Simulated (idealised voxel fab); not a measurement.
This section sets out a process module, namely voxel capacitor over wiring.
Section cut is 160 nm wide and gridded with 5 nm square cells.
In this document a cross-section is written as a grid of square cells. It is given as a series of bands, listed from the top down, and a band is one or more rows of cells.
Heights first: top, then bottom, in nm. Then materials, left to right, each with a width in nm. "everywhere" on a single material: fills the band edge to edge. "empty": empty space.
Height datum 0, below which the as-received substrate wafer is one material. Lowest band open at the bottom, running downward: "0 -> down".
A width given as "30..40" starts at the first number in the band's top row and ends at the second number in its bottom row, shifting by an equal amount at every step from row to row.
You'll sometimes find "everything unchanged" written for a step, and that's the way of saying that nowhere in the cross-section did a cell change during that step.
Voids not open to the top, 8 cells minimum: see "Completely sealed voids". Written width x height at distance; distance is from the left edge; nm.
Note: text after step settings on the step line = simulator remark on that step.
A step line may carry the setting "overlay nm", which, for steps involving a mask, states the distance by which the mask lay to the right of its intended position; negative values denote displacement to the left.

# Process steps foreseen in the plan
- 1: RECEIVE,material Si
- 2: CONFORMAL_DEP,material SiO2,thk nm 15
- 3: DIRECTIONAL_DEP,material TiN,thk nm 5
- 4: DIRECTIONAL_DEP,material W,thk nm 25
- 5: DIRECTIONAL_DEP,material aC,thk nm 10
- 6: PATTERN,tone cover,mask id METAL_1,material resist,width nm 20,pitch nm 70,thk nm 25,overlay nm 0
- 7: DIRECTIONAL_ETCH,etch materials aC,depth nm 10
- 8: STRIP,etch materials resist
- 9: DIRECTIONAL_ETCH,etch materials W,depth nm 25
- 10: DIRECTIONAL_ETCH,etch materials TiN,depth nm 5
- 11: STRIP,etch materials aC
- 12: FILL_DEP,material SiO2,thk nm 5
- 13: CMP,height nm 45
- 14: CONFORMAL_DEP,material SiCN,thk nm 5
- 15: DIRECTIONAL_DEP,material lowk,thk nm 10
- 16: MASKED_ETCH,tone open,mask id PLUG_1,width nm 15,etch materials lowk,depth nm 10,overlay nm 0
- 17: MASKED_ETCH,tone open,mask id PLUG_1,width nm 15,etch materials SiCN,depth nm 5,overlay nm 0
- 18: EPI,material Ru,thk nm 10
- 19: EPI,material Ru,thk nm 5
- 20: DIRECTIONAL_DEP,material TiN,thk nm 10
- 21: DIRECTIONAL_DEP,material SiN,thk nm 5
- 22: DIRECTIONAL_DEP,material TiN,thk nm 10
- 23: DIRECTIONAL_DEP,material aC,thk nm 10
- 24: PATTERN,tone cover,mask id UPPER_PLATE,material resist,width nm 55,thk nm 30,overlay nm 0
- 25: DIRECTIONAL_ETCH,etch materials aC,depth nm 10
- 26: STRIP,etch materials resist
- 27: DIRECTIONAL_ETCH,etch materials TiN,depth nm 10
- 28: DIRECTIONAL_ETCH,etch materials SiN,depth nm 5
- 29: STRIP,etch materials aC
- 30: PATTERN,tone cover,mask id LOWER_PLATE,material resist,width nm 65,thk nm 20,overlay nm 0
- 31: DIRECTIONAL_ETCH,etch materials TiN,depth nm 10
- 32: STRIP,etch materials resist
- 33: FILL_DEP,material SiO2,thk nm 15
- 34: CMP,height nm 95
- 35: PATTERN,tone open,mask id PLUG_2,material resist,width nm 15,thk nm 15,overlay nm 0
- 36: DIRECTIONAL_ETCH,etch materials SiO2,depth nm 10
- 37: STRIP,etch materials resist
- 38: CONFORMAL_DEP,material TiN,thk nm 5
- 39: FILL_DEP,material W,thk nm 10
- 40: CMP,height nm 95
- 41: CONFORMAL_DEP,material SiCN,thk nm 5

# Incoming wafer, cross-sectional view, post step 1
* 0 -> down | Si everywhere
* Completely sealed voids: none

# Cross-section, end of module. Start: as above. Plan: as above. Execution: one mistake
* 100 -> 95 | SiCN everywhere
* 95 -> 90 | SiO2=50, then TiN=5, then W=5, then TiN=5, then SiO2=95
* 90 -> 85 | SiO2=50, then TiN=15, then SiO2=95
* 85 -> 75 | SiO2=40, then TiN=55, then SiO2=65
* 75 -> 70 | SiO2=40, then SiN=55, then SiO2=65
* 70 -> 60 | SiO2=35, then TiN=65, then SiO2=60
* 60 -> 50 | lowk=50, then Ru=15, then lowk=95
* 50 -> 45 | SiCN=50, then Ru=5, then SiCN=105
* 45 -> 20 | SiO2=35, then W=20, then SiO2=50, then W=20, then SiO2=35
* 20 -> 15 | SiO2=35, then TiN=20, then SiO2=50, then TiN=20, then SiO2=35
* 15 -> 0 | SiO2 everywhere
* 0 -> down | Si everywhere
* Completely sealed voids: none
Misprocessing identified: step 16 deviated from plan and actually ran as MASKED_ETCH,tone open,mask id PLUG_1,width nm 15,etch materials lowk,depth nm 10,overlay nm 10
